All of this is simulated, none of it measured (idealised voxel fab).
Module name: voxel transistor to metal (process module)
FYI the section here is cut, 150 nm wide, cells are 5 nm squares.
How to read a cross-section here: the picture is a grid of square cells, written as bands going from the top down, and any band can span one or more rows of cells. Heights first: top, then bottom, in nm. Then materials, left to right, each with a width in nm. "everywhere" on a single material: fills the band edge to edge. "blank": empty space. Below 0: as-received wafer, all one material; heights counted from there. Lowest band: no bottom, goes on down, written "from 0 down". Think of "30 to 40" as a width that walks from the first number to the second as you go down the band, top row to bottom row, taking equal-sized steps from row to row. It should be understood that the words "no alteration", when stated for a given step, signify that the cross-section underwent no change in any of its cells during that step. The label "Sealed internal cavities" introduces a list of the empty spaces, 8 cells or larger, that have no open way up to the top; each entry in it reads width x height at distance, where the distance is taken from the left edge and all three are stated in nm. Formally, on a step line, whatever follows the settings is a remark that the simulator itself makes on the step. Among the settings permitted on a step's line is "overlay nm"; applied to a step with a mask, it specifies the extent to which the mask lay to the right of its planned position, whereas a negative figure signifies a position to the left.

## So here's the lineup of process steps we planned
1 RECEIVE: material Si
2 CONFORMAL_DEP: material SiO2, thk nm 5
3 CONFORMAL_DEP: material SiN, thk nm 15
4 DIRECTIONAL_DEP: material aC, thk nm 15
5 PATTERN: tone cover, mask id ACTIVE, material resist, width nm 100, thk nm 35, overlay nm 0
6 DIRECTIONAL_ETCH: etch materials aC, depth nm 15
7 STRIP: etch materials resist
8 DIRECTIONAL_ETCH: etch materials SiN, depth nm 15
9 DIRECTIONAL_ETCH: etch materials SiO2, depth nm 5
10 DIRECTIONAL_ETCH: etch materials Si, depth nm 15
11 STRIP: etch materials aC
12 OXIDIZE: depth nm 5
13 FILL_DEP: material SiO2, thk nm 10
14 CMP: height nm 20
15 SELECTIVE_ETCH: etch materials SiO2, depth nm 10
16 STRIP: etch materials SiN
17 SELECTIVE_ETCH: etch materials SiO2, depth nm 5
18 OXIDIZE: depth nm 5
19 DIRECTIONAL_DEP: material polySi, thk nm 20
20 DIRECTIONAL_DEP: material SiCN, thk nm 15
21 PATTERN: tone cover, mask id GATE, material resist, width nm 20, thk nm 15, overlay nm 0
22 DIRECTIONAL_ETCH: etch materials SiCN, depth nm 25
23 DIRECTIONAL_ETCH: etch materials polySi, depth nm 30
24 STRIP: etch materials resist
25 CONFORMAL_DEP: material SiN, thk nm 10
26 DIRECTIONAL_ETCH: etch materials SiN, depth nm 10
27 DIRECTIONAL_ETCH: etch materials SiO2, depth nm 5
28 DIRECTIONAL_ETCH: etch materials Si, depth nm 15
29 EPI: material nSi, thk nm 15
30 FILL_DEP: material SiO2, thk nm 5
31 CMP: height nm 35
32 DIRECTIONAL_DEP: material SiO2, thk nm 15
33 MASKED_ETCH: tone open, mask id CONTACT, width nm 30, pitch nm 60, etch materials SiO2, depth nm 55, overlay nm 0
34 CONFORMAL_DEP: material TiN, thk nm 5
35 FILL_DEP: material W, thk nm 10
36 CMP: height nm 50
37 CONFORMAL_DEP: material SiN, thk nm 5
38 DIRECTIONAL_DEP: material SiO2, thk nm 15
39 MASKED_ETCH: tone open, mask id METAL_1, width nm 15, pitch nm 75, etch materials SiO2, depth nm 15, overlay nm 0
40 MASKED_ETCH: tone open, mask id METAL_1, width nm 15, pitch nm 75, etch materials SiN, depth nm 5, overlay nm 0
41 CONFORMAL_DEP: material TiN, thk nm 5
42 FILL_DEP: material Cu, thk nm 10
43 CMP: height nm 70
44 CONFORMAL_DEP: material SiCN, thk nm 5
45 DIRECTIONAL_DEP: material SiO2, thk nm 35
46 PATTERN: tone open, mask id METAL_2, material resist, width nm 15, pitch nm 75, thk nm 20, overlay nm 0
47 DIRECTIONAL_ETCH: etch materials SiO2, depth nm 20
48 STRIP: etch materials resist
49 DIRECTIONAL_DEP: material aC, thk nm 15
50 PATTERN: tone open, mask id METAL_2_HOLES, material resist, width nm 15, pitch nm 75, thk nm 30, overlay nm 0
51 DIRECTIONAL_ETCH: etch materials aC, depth nm 15
52 STRIP: etch materials resist
53 DIRECTIONAL_ETCH: etch materials SiO2, depth nm 15
54 DIRECTIONAL_ETCH: etch materials SiCN, depth nm 5
55 STRIP: etch materials aC
56 CONFORMAL_DEP: material TiN, thk nm 5
57 FILL_DEP: material Cu, thk nm 5
58 CMP: height nm 110
59 CONFORMAL_DEP: material SiN, thk nm 5
What sets these wafers apart? The depth nm at step 10. They all start alike, and the plan carries the first wafer's value.

## Here's the first of the wafers in cross-section, just as we got it, i.e. after step 1
  from 0 down: Si everywhere
  Sealed internal cavities: none

## Cross-section of the first of several wafers once the module has run through its last step, step 59
  from 115 to 110: SiN everywhere
  from 110 to 75: SiO2=30 / TiN=5 / Cu=5 / TiN=5 / SiO2=60 / TiN=5 / Cu=5 / TiN=5 / SiO2=30
  from 75 to 70: SiCN=30 / TiN=15 / SiCN=60 / TiN=15 / SiCN=30
  from 70 to 55: SiO2=30 / TiN=5 / Cu=5 / TiN=5 / SiO2=60 / TiN=5 / Cu=5 / TiN=5 / SiO2=30
  from 55 to 50: SiN=30 / TiN=15 / SiN=60 / TiN=15 / SiN=30
  from 50 to 40: SiO2=30 / TiN=5 / W=20 / TiN=5 / SiO2=30 / TiN=5 / W=20 / TiN=5 / SiO2=30
  from 40 to 35: SiO2=30 / TiN=5 / W=15 / TiN=10 / SiO2=30 / TiN=10 / W=15 / TiN=5 / SiO2=30
  from 35 to 20: SiO2=30 / TiN=5 / W=15 / TiN=5 / SiN=10 / SiCN=20 / SiN=10 / TiN=5 / W=15 / TiN=5 / SiO2=30
  from 20 to 15: SiO2=30 / TiN=5 / W=15 / TiN=5 / SiN=10 / polySi=20 / SiN=10 / TiN=5 / W=15 / TiN=5 / SiO2=30
  from 15 to 10: SiO2=30 / TiN=25 / SiN=10 / polySi=20 / SiN=10 / TiN=25 / SiO2=30
  from 10 to 5: SiO2=30 / TiN=10 / nSi=15 / SiN=10 / polySi=20 / SiN=10 / nSi=15 / TiN=10 / SiO2=30
  from 5 to 0: SiO2=20 / SiN=10 / TiN=10 / nSi=15 / SiN=10 / polySi=20 / SiN=10 / nSi=15 / TiN=10 / SiN=10 / SiO2=20
  from 0 to -5: SiO2=30 / TiN=10 / nSi=15 / SiO2=40 / nSi=15 / TiN=10 / SiO2=30
  from -5 to -20: SiO2=30 / nSi=25 / Si=40 / nSi=25 / SiO2=30
  from -20 down: Si everywhere
  Sealed internal cavities: none

## The final wafer, sectioned at module end
  from 115 to 110: SiN everywhere
  from 110 to 75: SiO2=30 / TiN=5 / Cu=5 / TiN=5 / SiO2=60 / TiN=5 / Cu=5 / TiN=5 / SiO2=30
  from 75 to 70: SiCN=30 / TiN=15 / SiCN=60 / TiN=15 / SiCN=30
  from 70 to 55: SiO2=30 / TiN=5 / Cu=5 / TiN=5 / SiO2=60 / TiN=5 / Cu=5 / TiN=5 / SiO2=30
  from 55 to 50: SiN=30 / TiN=15 / SiN=60 / TiN=15 / SiN=30
  from 50 to 40: SiO2=30 / TiN=5 / W=20 / TiN=5 / SiO2=30 / TiN=5 / W=20 / TiN=5 / SiO2=30
  from 40 to 35: SiO2=30 / TiN=5 / W=15 / TiN=10 / SiO2=30 / TiN=10 / W=15 / TiN=5 / SiO2=30
  from 35 to 20: SiO2=30 / TiN=5 / W=15 / TiN=5 / SiN=10 / SiCN=20 / SiN=10 / TiN=5 / W=15 / TiN=5 / SiO2=30
  from 20 to 15: SiO2=30 / TiN=5 / W=15 / TiN=5 / SiN=10 / polySi=20 / SiN=10 / TiN=5 / W=15 / TiN=5 / SiO2=30
  from 15 to 10: SiO2=30 / TiN=25 / SiN=10 / polySi=20 / SiN=10 / TiN=25 / SiO2=30
  from 10 to 5: SiO2=30 / TiN=10 / nSi=15 / SiN=10 / polySi=20 / SiN=10 / nSi=15 / TiN=10 / SiO2=30
  from 5 to 0: SiO2=20 / SiN=10 / TiN=10 / nSi=15 / SiN=10 / polySi=20 / SiN=10 / nSi=15 / TiN=10 / SiN=10 / SiO2=20
  from 0 to -5: SiO2=30 / TiN=10 / nSi=15 / SiO2=40 / nSi=15 / TiN=10 / SiO2=30
  from -5 to -20: SiO2=30 / nSi=25 / Si=40 / nSi=25 / SiO2=30
  from -20 to -45: SiO2=30 / Si=90 / SiO2=30
  from -45 down: Si everywhere
  Sealed internal cavities: none

## Row per wafer, end-of-module: cell gain (+)/loss (-) by material since the wafer came in, then closed voids
depth nm 15 | +20 Cu | -96 Si | +36 SiCN | +86 SiN | +430 SiO2 | +104 TiN | +46 W | +48 nSi | +16 polySi | Sealed internal cavities: none
depth nm 20 | +20 Cu | -108 Si | +36 SiCN | +86 SiN | +442 SiO2 | +104 TiN | +46 W | +48 nSi | +16 polySi | Sealed internal cavities: none
depth nm 25 | +20 Cu | -120 Si | +36 SiCN | +86 SiN | +454 SiO2 | +104 TiN | +46 W | +48 nSi | +16 polySi | Sealed internal cavities: none
depth nm 30 | +20 Cu | -132 Si | +36 SiCN | +86 SiN | +466 SiO2 | +104 TiN | +46 W | +48 nSi | +16 polySi | Sealed internal cavities: none
depth nm 35 | +20 Cu | -144 Si | +36 SiCN | +86 SiN | +478 SiO2 | +104 TiN | +46 W | +48 nSi | +16 polySi | Sealed internal cavities: none
depth nm 40 | +20 Cu | -156 Si | +36 SiCN | +86 SiN | +490 SiO2 | +104 TiN | +46 W | +48 nSi | +16 polySi | Sealed internal cavities: none
